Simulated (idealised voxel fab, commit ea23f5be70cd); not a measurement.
The process module that follows is named voxel self aligned vias.
It is cross-section cut that appears here, measuring 275 nm in width, its square cells being 5 nm in size.
When this document writes out a cross-section, it uses a grid of square cells and lists it as bands, beginning at the top and moving down, with a band standing for one or more rows of cells. For a band, the entry starts with two heights in nm, that of the top and then that of the bottom, and carries on with the band's materials in order from left to right, each alongside its width in nm; the word "everywhere" beside a single material means it fills the band edge to edge, and "empty" means empty space. Heights from 0 (as-received wafer is one material below). Bottom band endless downward, as "0 nm and below". The expression "30->40" gives the width at the extremes of the band, the first number at its top row of cells and the second at its bottom row, with the width changing by equal amounts from each row to the next in between. "stayed the same", as given for a step, is the statement that not any cell of the cross-section underwent a change during that step. The entry "Sealed void listing" lists the empty spaces that cover at least 8 cells and have no open path to the top. Each is written as width x height at distance, where the distance is measured from the left edge and all three values are in nm. Whatever follows a step's settings on its line is a remark the simulator itself makes about that step. Among the settings permitted on a step's line is "overlay nm"; applied to a step with a mask, it specifies the extent to which the mask lay to the right of its planned position, whereas a negative figure signifies a position to the left.

plan
1,RECEIVE: material Si
2,CONFORMAL_DEP: material SiO2, thk nm 15
3,CONFORMAL_DEP: material SiCN, thk nm 5
4,DIRECTIONAL_DEP: material lowk, thk nm 30
5,DIRECTIONAL_DEP: material aC, thk nm 10
6,PATTERN: tone open, mask id LINES, material resist, width nm 25, pitch nm 75, thk nm 30, overlay nm 0
7,DIRECTIONAL_ETCH: etch materials aC, depth nm 10
8,STRIP: etch materials resist
9,DIRECTIONAL_ETCH: etch materials lowk, depth nm 30
10,STRIP: etch materials aC
11,CONFORMAL_DEP: material TiN, thk nm 5
12,FILL_DEP: material Ru, thk nm 10
13,CMP: height nm 50
14,SELECTIVE_ETCH: etch materials W Ru TiN, depth nm 10
15,FILL_DEP: material SiN, thk nm 5
16,CMP: height nm 50
17,DIRECTIONAL_DEP: material lowk, thk nm 20
18,MASKED_ETCH: tone open, mask id VIAS, width nm 45, pitch nm 75, etch materials lowk, depth nm 20, overlay nm 0
19,MASKED_ETCH: tone open, mask id VIAS, width nm 45, pitch nm 75, etch materials SiN, depth nm 10, overlay nm 0
20,CONFORMAL_DEP: material TiN, thk nm 5
21,FILL_DEP: material W, thk nm 5
22,CMP: height nm 70
23,CONFORMAL_DEP: material SiCN, thk nm 5

As received (post step 1): cross-section
0 nm and below | Si everywhere
Sealed void listing: none

Cross-section at module end, one run error; start and plan unchanged from above
75 nm to 70 nm | SiCN everywhere
70 nm to 55 nm | lowk: 40, SiCN: 5, W: 35, SiCN: 5, lowk: 30, SiCN: 5, W: 35, SiCN: 5, lowk: 30, SiCN: 5, W: 35, SiCN: 5, lowk: 40
55 nm to 45 nm | lowk: 40->50, SiCN: 15->5, W: 15, SiCN: 15->5, lowk: 30->50, SiCN: 15->5, W: 15, SiCN: 15->5, lowk: 30->50, SiCN: 15->5, W: 15, SiCN: 15->5, lowk: 40->50
45 nm to 40 nm | lowk: 50, SiCN: 25, lowk: 50, SiCN: 25, lowk: 50, SiCN: 25, lowk: 50
40 nm to 25 nm | lowk: 50, TiN: 5, Ru: 15, TiN: 5, lowk: 50, TiN: 5, Ru: 15, TiN: 5, lowk: 50, TiN: 5, Ru: 15, TiN: 5, lowk: 50
25 nm to 20 nm | lowk: 50, TiN: 25, lowk: 50, TiN: 25, lowk: 50, TiN: 25, lowk: 50
20 nm to 15 nm | SiCN everywhere
15 nm to 0 nm | SiO2 everywhere
0 nm and below | Si everywhere
Sealed void listing: none
So what did we get wrong on this run? it should be noted that step 20 was executed with settings other than those planned, the operation and settings actually applied being CONFORMAL_DEP: material SiCN, thk nm 5
